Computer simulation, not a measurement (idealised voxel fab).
Presented below is a process module, voxel gate over fins.
For reference, the cross-section in this document is cut, with width 260 nm and square cells of 5 nm.
Think of the cross-section as a grid of square cells. We describe it in bands, top to bottom, and each band covers one or more rows of those cells. Band: top and bottom heights (nm) first, top before bottom; then materials from left to right, widths in nm. "throughout" marks a sole material filling the band edge to edge. "blank" denotes empty space. The reference from which all heights are counted is 0, the level beneath which the as-received wafer is entirely one material; the lowest band, having no lower bound, proceeds downward and is written after the example "0..down". A width such as "30..40" changes by the same amount from each row of cells to the next, from the band's top row to its bottom row. "all unchanged", as given for a step, is the statement that not any cell of the cross-section underwent a change during that step. If an empty space has no open way to the top and is at least 8 cells in size, "Enclosed void entries" lists it, written width x height at distance, where distance is measured from the left edge and every value is in nm. That trailing text on a step's line, after the settings, is the simulator's own remark on the step. Among the settings permitted on a step's line is "overlay nm"; applied to a step with a mask, it specifies the extent to which the mask lay to the right of its planned position, whereas a negative figure signifies a position to the left.
Process steps - plan
step 1: RECEIVE: material Si
step 2: CONFORMAL_DEP: material SiN, thk nm 5
step 3: MASKED_ETCH: tone cover, mask id FINS, width nm 15, pitch nm 50, etch materials SiN, depth nm 5, overlay nm 0
step 4: MASKED_ETCH: tone cover, mask id FINS, width nm 15, pitch nm 50, etch materials Si, depth nm 35, overlay nm 0
step 5: OXIDIZE: depth nm 5
step 6: FILL_DEP: material SiO2, thk nm 15
step 7: CMP: height nm 5
step 8: MASKED_ETCH: tone open, mask id RAIL, width nm 15, etch materials SiO2, depth nm 35, overlay nm 0
step 9: CONFORMAL_DEP: material TiN, thk nm 5
step 10: FILL_DEP: material Ru, thk nm 5
step 11: CMP: height nm 5
step 12: SELECTIVE_ETCH: etch materials W Ru TiN, depth nm 20
step 13: FILL_DEP: material SiO2, thk nm 5
step 14: CMP: height nm 5
step 15: SELECTIVE_ETCH: etch materials SiO2, depth nm 15
step 16: STRIP: etch materials SiN
step 17: CONFORMAL_DEP: material HfO2, thk nm 5
step 18: CONFORMAL_DEP: material TiN, thk nm 5
step 19: CONFORMAL_DEP: material TiAl, thk nm 5
step 20: CONFORMAL_DEP: material TiN, thk nm 5
step 21: FILL_DEP: material W, thk nm 10
step 22: CMP: height nm 25
step 23: CONFORMAL_DEP: material SiCN, thk nm 5
First of two wafers, processed according to plan
Wafer at receipt (post step 1), cross-section
* 0..down  Si throughout
* Enclosed void entries: none
Take a look at the wafer's cross-section after step 2
* 5..0  SiN throughout
* Below 0, the layers are the same as they were.
Take a look at the wafer's cross-section after step 3
* 5..0  blank 45 | SiN 15 | blank 35 | SiN 15 | blank 35 | SiN 15 | blank 35 | SiN 15 | blank 50
* Below 0, the layers are the same as they were.
Take a look at the wafer's cross-section after step 4
* 5..0  blank 45 | SiN 15 | blank 35 | SiN 15 | blank 35 | SiN 15 | blank 35 | SiN 15 | blank 50
* 0..-35  blank 45 | Si 15 | blank 35 | Si 15 | blank 35 | Si 15 | blank 35 | Si 15 | blank 50
* Below -35, the layers are the same as they were.
Take a look at the wafer's cross-section after step 5
* 5..0  blank 45 | SiN 15 | blank 35 | SiN 15 | blank 35 | SiN 15 | blank 35 | SiN 15 | blank 50
* 0..-35  blank 45 | SiO2 5 | Si 5 | SiO2 5 | blank 35 | SiO2 5 | Si 5 | SiO2 5 | blank 35 | SiO2 5 | Si 5 | SiO2 5 | blank 35 | SiO2 5 | Si 5 | SiO2 5 | blank 50
* -35..-40  SiO2 50 | Si 5 | SiO2 45 | Si 5 | SiO2 45 | Si 5 | SiO2 45 | Si 5 | SiO2 55
* Below -40, the layers are the same as they were.
Take a look at the wafer's cross-section after step 6
* 20..5  SiO2 throughout
* 5..0  SiO2 45 | SiN 15 | SiO2 35 | SiN 15 | SiO2 35 | SiN 15 | SiO2 35 | SiN 15 | SiO2 50
* 0..-40  SiO2 50 | Si 5 | SiO2 45 | Si 5 | SiO2 45 | Si 5 | SiO2 45 | Si 5 | SiO2 55
* Below -40, the layers are the same as they were.
Take a look at the wafer's cross-section after step 7
* 5..0  SiO2 45 | SiN 15 | SiO2 35 | SiN 15 | SiO2 35 | SiN 15 | SiO2 35 | SiN 15 | SiO2 50
* Below 0, the layers are the same as they were.
Take a look at the wafer's cross-section after step 8
* 5..0  SiO2 45 | SiN 15 | SiO2 10 | blank 15 | SiO2 10 | SiN 15 | SiO2 35 | SiN 15 | SiO2 35 | SiN 15 | SiO2 50
* 0..-30  SiO2 50 | Si 5 | SiO2 15 | blank 15 | SiO2 15 | Si 5 | SiO2 45 | Si 5 | SiO2 45 | Si 5 | SiO2 55
* Below -30, the layers are the same as they were.
Take a look at the wafer's cross-section after step 9
* 10..5  TiN 75 | blank 5 | TiN 180
* 5..0  SiO2 45 | SiN 15 | SiO2 10 | TiN 5 | blank 5 | TiN 5 | SiO2 10 | SiN 15 | SiO2 35 | SiN 15 | SiO2 35 | SiN 15 | SiO2 50
* 0..-25  SiO2 50 | Si 5 | SiO2 15 | TiN 5 | blank 5 | TiN 5 | SiO2 15 | Si 5 | SiO2 45 | Si 5 | SiO2 45 | Si 5 | SiO2 55
* -25..-30  SiO2 50 | Si 5 | SiO2 15 | TiN 15 | SiO2 15 | Si 5 | SiO2 45 | Si 5 | SiO2 45 | Si 5 | SiO2 55
* Below -30, the layers are the same as they were.
Take a look at the wafer's cross-section after step 10
* 15..10  Ru throughout
* 10..5  TiN 75 | Ru 5 | TiN 180
* 5..0  SiO2 45 | SiN 15 | SiO2 10 | TiN 5 | Ru 5 | TiN 5 | SiO2 10 | SiN 15 | SiO2 35 | SiN 15 | SiO2 35 | SiN 15 | SiO2 50
* 0..-25  SiO2 50 | Si 5 | SiO2 15 | TiN 5 | Ru 5 | TiN 5 | SiO2 15 | Si 5 | SiO2 45 | Si 5 | SiO2 45 | Si 5 | SiO2 55
* Below -25, the layers are the same as they were.
Take a look at the wafer's cross-section after step 11
* 5..0  SiO2 45 | SiN 15 | SiO2 10 | TiN 5 | Ru 5 | TiN 5 | SiO2 10 | SiN 15 | SiO2 35 | SiN 15 | SiO2 35 | SiN 15 | SiO2 50
* Below 0, the layers are the same as they were.
Take a look at the wafer's cross-section after step 12
* 5..0  SiO2 45 | SiN 15 | SiO2 10 | blank 15 | SiO2 10 | SiN 15 | SiO2 35 | SiN 15 | SiO2 35 | SiN 15 | SiO2 50
* 0..-15  SiO2 50 | Si 5 | SiO2 15 | blank 15 | SiO2 15 | Si 5 | SiO2 45 | Si 5 | SiO2 45 | Si 5 | SiO2 55
* Below -15, the layers are the same as they were.
Take a look at the wafer's cross-section after step 13
* 10..5  SiO2 throughout
* 5..0  SiO2 45 | SiN 15 | SiO2 35 | SiN 15 | SiO2 35 | SiN 15 | SiO2 35 | SiN 15 | SiO2 50
* 0..-15  SiO2 50 | Si 5 | SiO2 45 | Si 5 | SiO2 45 | Si 5 | SiO2 45 | Si 5 | SiO2 55
* Below -15, the layers are the same as they were.
Take a look at the wafer's cross-section after step 14
* 5..0  SiO2 45 | SiN 15 | SiO2 35 | SiN 15 | SiO2 35 | SiN 15 | SiO2 35 | SiN 15 | SiO2 50
* Below 0, the layers are the same as they were.
Take a look at the wafer's cross-section after step 15
* 5..0  blank 45 | SiN 15 | blank 35 | SiN 15 | blank 35 | SiN 15 | blank 35 | SiN 15 | blank 50
* 0..-10  blank 50 | Si 5 | blank 45 | Si 5 | blank 45 | Si 5 | blank 45 | Si 5 | blank 55
* Below -10, the layers are the same as they were.
Take a look at the wafer's cross-section after step 16
* 0..-10  blank 50 | Si 5 | blank 45 | Si 5 | blank 45 | Si 5 | blank 45 | Si 5 | blank 55
* Below -10, the layers are the same as they were.
Take a look at the wafer's cross-section after step 17
* 5..0  blank 45 | HfO2 15 | blank 35 | HfO2 15 | blank 35 | HfO2 15 | blank 35 | HfO2 15 | blank 50
* 0..-5  blank 45 | HfO2 5 | Si 5 | HfO2 5 | blank 35 | HfO2 5 | Si 5 | HfO2 5 | blank 35 | HfO2 5 | Si 5 | HfO2 5 | blank 35 | HfO2 5 | Si 5 | HfO2 5 | blank 50
* -5..-10  HfO2 50 | Si 5 | HfO2 45 | Si 5 | HfO2 45 | Si 5 | HfO2 45 | Si 5 | HfO2 55
* Below -10, the layers are the same as they were.
Take a look at the wafer's cross-section after step 18
* 10..5  blank 40 | TiN 25 | blank 25 | TiN 25 | blank 25 | TiN 25 | blank 25 | TiN 25 | blank 45
* 5..0  blank 40 | TiN 5 | HfO2 15 | TiN 5 | blank 25 | TiN 5 | HfO2 15 | TiN 5 | blank 25 | TiN 5 | HfO2 15 | TiN 5 | blank 25 | TiN 5 | HfO2 15 | TiN 5 | blank 45
* 0..-5  TiN 45 | HfO2 5 | Si 5 | HfO2 5 | TiN 35 | HfO2 5 | Si 5 | HfO2 5 | TiN 35 | HfO2 5 | Si 5 | HfO2 5 | TiN 35 | HfO2 5 | Si 5 | HfO2 5 | TiN 50
* Below -5, the layers are the same as they were.
Take a look at the wafer's cross-section after step 19
* 15..10  blank 35 | TiAl 35 | blank 15 | TiAl 35 | blank 15 | TiAl 35 | blank 15 | TiAl 35 | blank 40
* 10..5  blank 35 | TiAl 5 | TiN 25 | TiAl 5 | blank 15 | TiAl 5 | TiN 25 | TiAl 5 | blank 15 | TiAl 5 | TiN 25 | TiAl 5 | blank 15 | TiAl 5 | TiN 25 | TiAl 5 | blank 40
* 5..0  TiAl 40 | TiN 5 | HfO2 15 | TiN 5 | TiAl 25 | TiN 5 | HfO2 15 | TiN 5 | TiAl 25 | TiN 5 | HfO2 15 | TiN 5 | TiAl 25 | TiN 5 | HfO2 15 | TiN 5 | TiAl 45
* Below 0, the layers are the same as they were.
Take a look at the wafer's cross-section after step 20
* 20..15  blank 30 | TiN 45 | blank 5 | TiN 45 | blank 5 | TiN 45 | blank 5 | TiN 45 | blank 35
* 15..10  blank 30 | TiN 5 | TiAl 35 | TiN 5 | blank 5 | TiN 5 | TiAl 35 | TiN 5 | blank 5 | TiN 5 | TiAl 35 | TiN 5 | blank 5 | TiN 5 | TiAl 35 | TiN 5 | blank 35
* 10..5  TiN 35 | TiAl 5 | TiN 25 | TiAl 5 | TiN 15 | TiAl 5 | TiN 25 | TiAl 5 | TiN 15 | TiAl 5 | TiN 25 | TiAl 5 | TiN 15 | TiAl 5 | TiN 25 | TiAl 5 | TiN 40
* Below 5, the layers are the same as they were.
Take a look at the wafer's cross-section after step 21
* 30..20  W throughout
* 20..15  W 30 | TiN 45 | W 5 | TiN 45 | W 5 | TiN 45 | W 5 | TiN 45 | W 35
* 15..10  W 30 | TiN 5 | TiAl 35 | TiN 5 | W 5 | TiN 5 | TiAl 35 | TiN 5 | W 5 | TiN 5 | TiAl 35 | TiN 5 | W 5 | TiN 5 | TiAl 35 | TiN 5 | W 35
* Below 10, the layers are the same as they were.
Take a look at the wafer's cross-section after step 22
* 25..20  W throughout
* Below 20, the layers are the same as they were.
Take a look at the wafer's cross-section after step 23
* 30..25  SiCN throughout
* Below 25, the layers are the same as they were.
Notes, second wafer: start = first wafer's, plan = first wafer's, execution had one mistake; history identical to first through step 14
Second wafer, cut view, end of step 15 per plan
* 5..0  blank 45 | SiN 15 | blank 35 | SiN 15 | blank 35 | SiN 15 | blank 35 | SiN 15 | blank 50
* Below 0, the layers are the same as they were.
Second wafer, cut view, end of step 16 per plan
* 0..-15  SiO2 50 | Si 5 | SiO2 45 | Si 5 | SiO2 45 | Si 5 | SiO2 45 | Si 5 | SiO2 55
* Below -15, the layers are the same as they were.
Second wafer, cut view, end of step 17 per plan
* 5..0  HfO2 throughout
* Below 0, the layers are the same as they were.
Second wafer, cut view, end of step 18 per plan
* 10..5  TiN throughout
* Below 5, the layers are the same as they were.
Second wafer, cut view, end of step 19 per plan
* 15..10  TiAl throughout
* Below 10, the layers are the same as they were.
Second wafer, cut view, end of step 20 per plan
* 20..15  TiN throughout
* Below 15, the layers are the same as they were.
Second wafer, cut view, end of step 21 per plan
* 30..20  W throughout
* Below 20, the layers are the same as they were.
Second wafer, cut view, end of step 22 per plan
* 25..20  W throughout
* Below 20, the layers are the same as they were.
Second wafer, cut view, end of step 23 per plan
* 30..25  SiCN throughout
* Below 25, the layers are the same as they were.
Plan not followed: step 15 changed vs plan, executed as SELECTIVE_ETCH: etch materials SiO2, depth nm 5
The final cell counts differ between the wafers, with the second having more or fewer of some materials than the first: -16 HfO2, +96 SiO2, -16 TiAl, -32 TiN, -32 W
